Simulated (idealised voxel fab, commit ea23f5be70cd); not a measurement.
The following is a process module called voxel gate over fins.
Pictured: cross-section cut, 280 nm wide, on a grid of 5 nm square cells.
Cross-section spec: square-cell grid; bands listed top down; each band is one or more rows.
Top height, bottom height, nm. Materials left to right, width each, nm. Single material + "everywhere" = fills band edge to edge. "air" = empty.
It should be noted that heights are counted from 0, beneath which the wafer as supplied is of one material throughout, and that the lowest band possesses no lower boundary but continues downward, as written in "z 0 and below".
Width "30 to 40": first value at the band's top row of cells, second value at its bottom row, equal change from row to row.
For the purposes of this document, the phrase "nothing got changed" attached to a step denotes that no cell within the cross-section was modified by that step.
You'll see "Fully enclosed voids" listing empty spaces that have no way open to the top, as long as they're 8 cells or more; the notation is width x height at distance, where the distance is from the left edge, and all of it is in nm.
On a step's line, text after the settings is the simulator commenting on that step.
Among the settings permitted on a step's line is "overlay nm"; applied to a step with a mask, it specifies the extent to which the mask lay to the right of its planned position, whereas a negative figure signifies a position to the left.
-- Set out below are the planned steps of the process
1,RECEIVE: material Si
2,CONFORMAL_DEP: material SiN, thk nm 10
3,MASKED_ETCH: tone cover, mask id FINS, width nm 15, pitch nm 55, etch materials SiN, depth nm 10, overlay nm 0
4,MASKED_ETCH: tone cover, mask id FINS, width nm 15, pitch nm 55, etch materials Si, depth nm 40, overlay nm 0
5,FILL_DEP: material SiO2, thk nm 15
6,CMP: height nm 10
7,DIRECTIONAL_DEP: material aC, thk nm 10
8,PATTERN: tone open, mask id RAIL, material resist, width nm 15, thk nm 25, overlay nm 0
9,DIRECTIONAL_ETCH: etch materials aC, depth nm 10
10,STRIP: etch materials resist
11,DIRECTIONAL_ETCH: etch materials SiO2, depth nm 45
12,STRIP: etch materials aC
13,CONFORMAL_DEP: material TiN, thk nm 5
14,FILL_DEP: material Ru, thk nm 5
15,CMP: height nm 10
16,SELECTIVE_ETCH: etch materials W Ru TiN, depth nm 30
17,FILL_DEP: material SiO2, thk nm 5
18,CMP: height nm 10
19,SELECTIVE_ETCH: etch materials SiO2, depth nm 25
20,STRIP: etch materials SiN
21,CONFORMAL_DEP: material HfO2, thk nm 5
22,CONFORMAL_DEP: material TiN, thk nm 5
23,CONFORMAL_DEP: material TiAl, thk nm 5
24,CONFORMAL_DEP: material TiN, thk nm 5
25,FILL_DEP: material W, thk nm 15
26,CMP: height nm 30
27,CONFORMAL_DEP: material SiN, thk nm 10
-- Cross-sectional view of the wafer in its as-received condition, corresponding to the state after step 1
* z 0 and below: Si everywhere
* Fully enclosed voids: none
-- End-of-module cross-section of the first of two wafers, processed as planned
* z 40 to 30: SiN everywhere
* z 30 to 20: W everywhere
* z 20 to 15: W 30 | TiN 220 | W 30
* z 15 to 10: W 30 | TiN 5 | TiAl 45 | TiN 10 | TiAl 45 | TiN 10 | TiAl 45 | TiN 10 | TiAl 45 | TiN 5 | W 30
* z 10 to 5: W 30 | TiN 5 | TiAl 5 | TiN 35 | TiAl 5 | TiN 10 | TiAl 5 | TiN 35 | TiAl 5 | TiN 10 | TiAl 5 | TiN 35 | TiAl 5 | TiN 10 | TiAl 5 | TiN 35 | TiAl 5 | TiN 5 | W 30
* z 5 to 0: TiN 35 | TiAl 5 | TiN 5 | HfO2 25 | TiN 5 | TiAl 5 | TiN 10 | TiAl 5 | TiN 5 | HfO2 25 | TiN 5 | TiAl 5 | TiN 10 | TiAl 5 | TiN 5 | HfO2 25 | TiN 5 | TiAl 5 | TiN 10 | TiAl 5 | TiN 5 | HfO2 25 | TiN 5 | TiAl 5 | TiN 35
* z 0 to -5: TiAl 40 | TiN 5 | HfO2 5 | Si 15 | HfO2 5 | TiN 5 | TiAl 20 | TiN 5 | HfO2 5 | Si 15 | HfO2 5 | TiN 5 | TiAl 20 | TiN 5 | HfO2 5 | Si 15 | HfO2 5 | TiN 5 | TiAl 20 | TiN 5 | HfO2 5 | Si 15 | HfO2 5 | TiN 5 | TiAl 40
* z -5 to -10: TiN 45 | HfO2 5 | Si 15 | HfO2 5 | TiN 30 | HfO2 5 | Si 15 | HfO2 5 | TiN 30 | HfO2 5 | Si 15 | HfO2 5 | TiN 30 | HfO2 5 | Si 15 | HfO2 5 | TiN 45
* z -10 to -15: HfO2 50 | Si 15 | HfO2 40 | Si 15 | HfO2 40 | Si 15 | HfO2 40 | Si 15 | HfO2 50
* z -15 to -20: SiO2 50 | Si 15 | SiO2 40 | Si 15 | SiO2 40 | Si 15 | SiO2 40 | Si 15 | SiO2 50
* z -20 to -30: SiO2 50 | Si 15 | SiO2 10 | TiN 5 | Ru 5 | TiN 5 | SiO2 15 | Si 15 | SiO2 40 | Si 15 | SiO2 40 | Si 15 | SiO2 50
* z -30 to -35: SiO2 50 | Si 15 | SiO2 10 | TiN 15 | SiO2 15 | Si 15 | SiO2 40 | Si 15 | SiO2 40 | Si 15 | SiO2 50
* z -35 to -40: SiO2 50 | Si 15 | SiO2 40 | Si 15 | SiO2 40 | Si 15 | SiO2 40 | Si 15 | SiO2 50
* z -40 and below: Si everywhere
* Fully enclosed voids: none
-- End of module, second wafer, cross-section. Started like the first, planned like the first, run with one mistake
* z 40 to 30: SiN everywhere
* z 30 to 20: W everywhere
* z 20 to 15: W 30 | TiAl 220 | W 30
* z 15 to 5: W 30 | TiAl 5 | TiN 45 | TiAl 10 | TiN 45 | TiAl 10 | TiN 45 | TiAl 10 | TiN 45 | TiAl 5 | W 30
* z 5 to 0: TiAl 35 | TiN 10 | HfO2 25 | TiN 10 | TiAl 10 | TiN 10 | HfO2 25 | TiN 10 | TiAl 10 | TiN 10 | HfO2 25 | TiN 10 | TiAl 10 | TiN 10 | HfO2 25 | TiN 10 | TiAl 35
* z 0 to -10: TiN 45 | HfO2 5 | Si 15 | HfO2 5 | TiN 30 | HfO2 5 | Si 15 | HfO2 5 | TiN 30 | HfO2 5 | Si 15 | HfO2 5 | TiN 30 | HfO2 5 | Si 15 | HfO2 5 | TiN 45
* z -10 to -15: HfO2 50 | Si 15 | HfO2 40 | Si 15 | HfO2 40 | Si 15 | HfO2 40 | Si 15 | HfO2 50
* z -15 to -20: SiO2 50 | Si 15 | SiO2 40 | Si 15 | SiO2 40 | Si 15 | SiO2 40 | Si 15 | SiO2 50
* z -20 to -30: SiO2 50 | Si 15 | SiO2 10 | TiN 5 | Ru 5 | TiN 5 | SiO2 15 | Si 15 | SiO2 40 | Si 15 | SiO2 40 | Si 15 | SiO2 50
* z -30 to -35: SiO2 50 | Si 15 | SiO2 10 | TiN 15 | SiO2 15 | Si 15 | SiO2 40 | Si 15 | SiO2 40 | Si 15 | SiO2 50
* z -35 to -40: SiO2 50 | Si 15 | SiO2 40 | Si 15 | SiO2 40 | Si 15 | SiO2 40 | Si 15 | SiO2 50
* z -40 and below: Si everywhere
* Fully enclosed voids: none
Where did the run depart from the plan? step 23 ran in the slot meant for step 24, and vice versa
Tallied in cells, the final second wafer holds each material in the same quantity as the first, although not at the same places.
